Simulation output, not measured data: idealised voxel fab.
The document below concerns the process module designated voxel self aligned vias.
cross-section cut | 300 nm wide | cells 5 nm
Cross-section spec: square-cell grid; bands listed top down; each band is one or more rows.
Quick guide to a band line: top height, bottom height (nm) up front; then every material left to right with its width in nm. Only one material and it's marked "throughout"? Then it fills the band edge to edge. And "blank" just means empty space.
Height 0 is the level under which the wafer as received is all one material. The lowest band goes on downwards, as in "top 0, no bottom".
Think of "30 to 40" as a width that walks from the first number to the second as you go down the band, top row to bottom row, taking equal-sized steps from row to row.
When a step is marked "no alteration", none of the cells in the cross-section changed during that step.
"Closed voids list": empty spaces of 8 cells or more with no open way to the top, each given as width x height at distance, distance from the left edge, all in nm.
Step line, after settings: the simulator's comment on this step.
The "overlay nm" setting may appear on a step's line; for a step that uses a mask, it gives how far to the right of its planned position the mask lay, and a negative value indicates the left.

This section lists the process steps that were planned:
1) op RECEIVE | material Si
2) op CONFORMAL_DEP | material SiO2 | thk nm 10
3) op CONFORMAL_DEP | material SiCN | thk nm 5
4) op DIRECTIONAL_DEP | material SiO2 | thk nm 25
5) op DIRECTIONAL_DEP | material aC | thk nm 15
6) op PATTERN | tone open | mask id LINES | material resist | width nm 30 | pitch nm 60 | thk nm 30 | overlay nm 0
7) op DIRECTIONAL_ETCH | etch materials aC | depth nm 15
8) op STRIP | etch materials resist
9) op DIRECTIONAL_ETCH | etch materials SiO2 | depth nm 25
10) op STRIP | etch materials aC
11) op CONFORMAL_DEP | material TiN | thk nm 5
12) op FILL_DEP | material W | thk nm 5
13) op CMP | height nm 40
14) op SELECTIVE_ETCH | etch materials W Ru TiN | depth nm 10
15) op FILL_DEP | material SiN | thk nm 10
16) op CMP | height nm 40
17) op DIRECTIONAL_DEP | material SiO2 | thk nm 20
18) op MASKED_ETCH | tone open | mask id VIAS | width nm 40 | pitch nm 120 | etch materials SiO2 | depth nm 20 | overlay nm 0
19) op MASKED_ETCH | tone open | mask id VIAS | width nm 40 | pitch nm 120 | etch materials SiN | depth nm 10 | overlay nm 0
20) op CONFORMAL_DEP | material TiN | thk nm 5
21) op FILL_DEP | material W | thk nm 5
22) op CMP | height nm 60
23) op CONFORMAL_DEP | material SiN | thk nm 5

The first of the two wafers, which ran as planned:

Incoming wafer, cross-sectional view, post step 1:
top 0, no bottom | Si throughout
Closed voids list: none

Cross-section: wafer state after step 2:
top 10, bottom 0 | SiO2 throughout
Rest of section, below 0: as before.

Cross-section: wafer state after step 3:
top 15, bottom 10 | SiCN throughout
Rest of section, below 10: as before.

Cross-section: wafer state after step 4:
top 40, bottom 15 | SiO2 throughout
Rest of section, below 15: as before.

Cross-section: wafer state after step 5:
top 55, bottom 40 | aC throughout
Rest of section, below 40: as before.

Cross-section: wafer state after step 6:
top 85, bottom 55 | resist=75, blank=30, resist=30, blank=30, resist=30, blank=30, resist=75
Rest of section, below 55: as before.

Cross-section: wafer state after step 7:
top 70, bottom 55 | resist=75, blank=30, resist=30, blank=30, resist=30, blank=30, resist=75
top 55, bottom 40 | aC=75, blank=30, aC=30, blank=30, aC=30, blank=30, aC=75
Rest of section, below 40: as before.

Cross-section: wafer state after step 8:
top 55, bottom 40 | aC=75, blank=30, aC=30, blank=30, aC=30, blank=30, aC=75
Rest of section, below 40: as before.

Cross-section: wafer state after step 9:
top 55, bottom 40 | aC=75, blank=30, aC=30, blank=30, aC=30, blank=30, aC=75
top 40, bottom 15 | SiO2=75, blank=30, SiO2=30, blank=30, SiO2=30, blank=30, SiO2=75
Rest of section, below 15: as before.

Cross-section: wafer state after step 10:
top 40, bottom 15 | SiO2=75, blank=30, SiO2=30, blank=30, SiO2=30, blank=30, SiO2=75
Rest of section, below 15: as before.

Cross-section: wafer state after step 11:
top 45, bottom 40 | TiN=80, blank=20, TiN=40, blank=20, TiN=40, blank=20, TiN=80
top 40, bottom 20 | SiO2=75, TiN=5, blank=20, TiN=5, SiO2=30, TiN=5, blank=20, TiN=5, SiO2=30, TiN=5, blank=20, TiN=5, SiO2=75
top 20, bottom 15 | SiO2=75, TiN=30, SiO2=30, TiN=30, SiO2=30, TiN=30, SiO2=75
Rest of section, below 15: as before.

Cross-section: wafer state after step 12:
top 50, bottom 45 | W throughout
top 45, bottom 40 | TiN=80, W=20, TiN=40, W=20, TiN=40, W=20, TiN=80
top 40, bottom 20 | SiO2=75, TiN=5, W=20, TiN=5, SiO2=30, TiN=5, W=20, TiN=5, SiO2=30, TiN=5, W=20, TiN=5, SiO2=75
Rest of section, below 20: as before.

Cross-section: wafer state after step 13:
top 40, bottom 20 | SiO2=75, TiN=5, W=20, TiN=5, SiO2=30, TiN=5, W=20, TiN=5, SiO2=30, TiN=5, W=20, TiN=5, SiO2=75
Rest of section, below 20: as before.

Cross-section: wafer state after step 14:
top 40, bottom 30 | SiO2=75, blank=30, SiO2=30, blank=30, SiO2=30, blank=30, SiO2=75
Rest of section, below 30: as before.

Cross-section: wafer state after step 15:
top 50, bottom 40 | SiN throughout
top 40, bottom 30 | SiO2=75, SiN=30, SiO2=30, SiN=30, SiO2=30, SiN=30, SiO2=75
Rest of section, below 30: as before.

Cross-section: wafer state after step 16:
top 40, bottom 30 | SiO2=75, SiN=30, SiO2=30, SiN=30, SiO2=30, SiN=30, SiO2=75
Rest of section, below 30: as before.

Cross-section: wafer state after step 17:
top 60, bottom 40 | SiO2 throughout
Rest of section, below 40: as before.

Cross-section: wafer state after step 18:
top 60, bottom 40 | SiO2=70, blank=40, SiO2=80, blank=40, SiO2=70
Rest of section, below 40: as before.

Cross-section: wafer state after step 19:
top 60, bottom 40 | SiO2=70, blank=40, SiO2=80, blank=40, SiO2=70
top 40, bottom 30 | SiO2=75, blank=30, SiO2=30, SiN=30, SiO2=30, blank=30, SiO2=75
Rest of section, below 30: as before.

Cross-section: wafer state after step 20:
top 65, bottom 60 | TiN=75, blank=30, TiN=90, blank=30, TiN=75
top 60, bottom 45 | SiO2=70, TiN=5, blank=30, TiN=5, SiO2=80, TiN=5, blank=30, TiN=5, SiO2=70
top 45, bottom 40 | SiO2=70, TiN=10, blank=20, TiN=10, SiO2=80, TiN=10, blank=20, TiN=10, SiO2=70
top 40, bottom 35 | SiO2=75, TiN=5, blank=20, TiN=5, SiO2=30, SiN=30, SiO2=30, TiN=5, blank=20, TiN=5, SiO2=75
top 35, bottom 30 | SiO2=75, TiN=30, SiO2=30, SiN=30, SiO2=30, TiN=30, SiO2=75
Rest of section, below 30: as before.

Cross-section: wafer state after step 21:
top 70, bottom 65 | W throughout
top 65, bottom 60 | TiN=75, W=30, TiN=90, W=30, TiN=75
top 60, bottom 45 | SiO2=70, TiN=5, W=30, TiN=5, SiO2=80, TiN=5, W=30, TiN=5, SiO2=70
top 45, bottom 40 | SiO2=70, TiN=10, W=20, TiN=10, SiO2=80, TiN=10, W=20, TiN=10, SiO2=70
top 40, bottom 35 | SiO2=75, TiN=5, W=20, TiN=5, SiO2=30, SiN=30, SiO2=30, TiN=5, W=20, TiN=5, SiO2=75
Rest of section, below 35: as before.

Cross-section: wafer state after step 22:
top 60, bottom 45 | SiO2=70, TiN=5, W=30, TiN=5, SiO2=80, TiN=5, W=30, TiN=5, SiO2=70
Rest of section, below 45: as before.

Cross-section: wafer state after step 23:
top 65, bottom 60 | SiN throughout
Rest of section, below 60: as before.

The Second Wafer: Common Origin and Plan, One Mistake in Execution, Identical to the First Through Step 17:

Cross-sectional representation of the second wafer at the time designated in the plan for the completion of step 18:
top 60, bottom 40 | SiO2=70, blank=40, SiO2=80, blank=40, SiO2=70
top 40, bottom 30 | SiO2=70, blank=5, SiN=30, blank=5, SiO2=25, SiN=30, SiO2=25, blank=5, SiN=30, blank=5, SiO2=70
top 30, bottom 20 | SiO2=70, blank=5, TiN=5, W=20, TiN=5, blank=5, SiO2=25, TiN=5, W=20, TiN=5, SiO2=25, blank=5, TiN=5, W=20, TiN=5, blank=5, SiO2=70
Rest of section, below 20: as before.

Cross-sectional representation of the second wafer at the time designated in the plan for the completion of step 19:
top 60, bottom 40 | SiO2=70, blank=40, SiO2=80, blank=40, SiO2=70
top 40, bottom 30 | SiO2=70, blank=40, SiO2=25, SiN=30, SiO2=25, blank=40, SiO2=70
Rest of section, below 30: as before.

Cross-sectional representation of the second wafer at the time designated in the plan for the completion of step 20:
top 65, bottom 60 | TiN=75, blank=30, TiN=90, blank=30, TiN=75
top 60, bottom 40 | SiO2=70, TiN=5, blank=30, TiN=5, SiO2=80, TiN=5, blank=30, TiN=5, SiO2=70
top 40, bottom 35 | SiO2=70, TiN=5, blank=30, TiN=5, SiO2=25, SiN=30, SiO2=25, TiN=5, blank=30, TiN=5, SiO2=70
top 35, bottom 30 | SiO2=70, TiN=40, SiO2=25, SiN=30, SiO2=25, TiN=40, SiO2=70
top 30, bottom 20 | SiO2=70, TiN=10, W=20, TiN=10, SiO2=25, TiN=5, W=20, TiN=5, SiO2=25, TiN=10, W=20, TiN=10, SiO2=70
Rest of section, below 20: as before.

Cross-sectional representation of the second wafer at the time designated in the plan for the completion of step 21:
top 70, bottom 65 | W throughout
top 65, bottom 60 | TiN=75, W=30, TiN=90, W=30, TiN=75
top 60, bottom 40 | SiO2=70, TiN=5, W=30, TiN=5, SiO2=80, TiN=5, W=30, TiN=5, SiO2=70
top 40, bottom 35 | SiO2=70, TiN=5, W=30, TiN=5, SiO2=25, SiN=30, SiO2=25, TiN=5, W=30, TiN=5, SiO2=70
Rest of section, below 35: as before.

Cross-sectional representation of the second wafer at the time designated in the plan for the completion of step 22:
top 60, bottom 40 | SiO2=70, TiN=5, W=30, TiN=5, SiO2=80, TiN=5, W=30, TiN=5, SiO2=70
Rest of section, below 40: as before.

Cross-sectional representation of the second wafer at the time designated in the plan for the completion of step 23:
top 65, bottom 60 | SiN throughout
Rest of section, below 60: as before.
Here's what went sideways: it should be noted that step 18 of the plan was executed twice
Wrapping up, a cell-based count of both wafers puts the second over or under the first for these materials: SiO2 -16, TiN +8, W +8
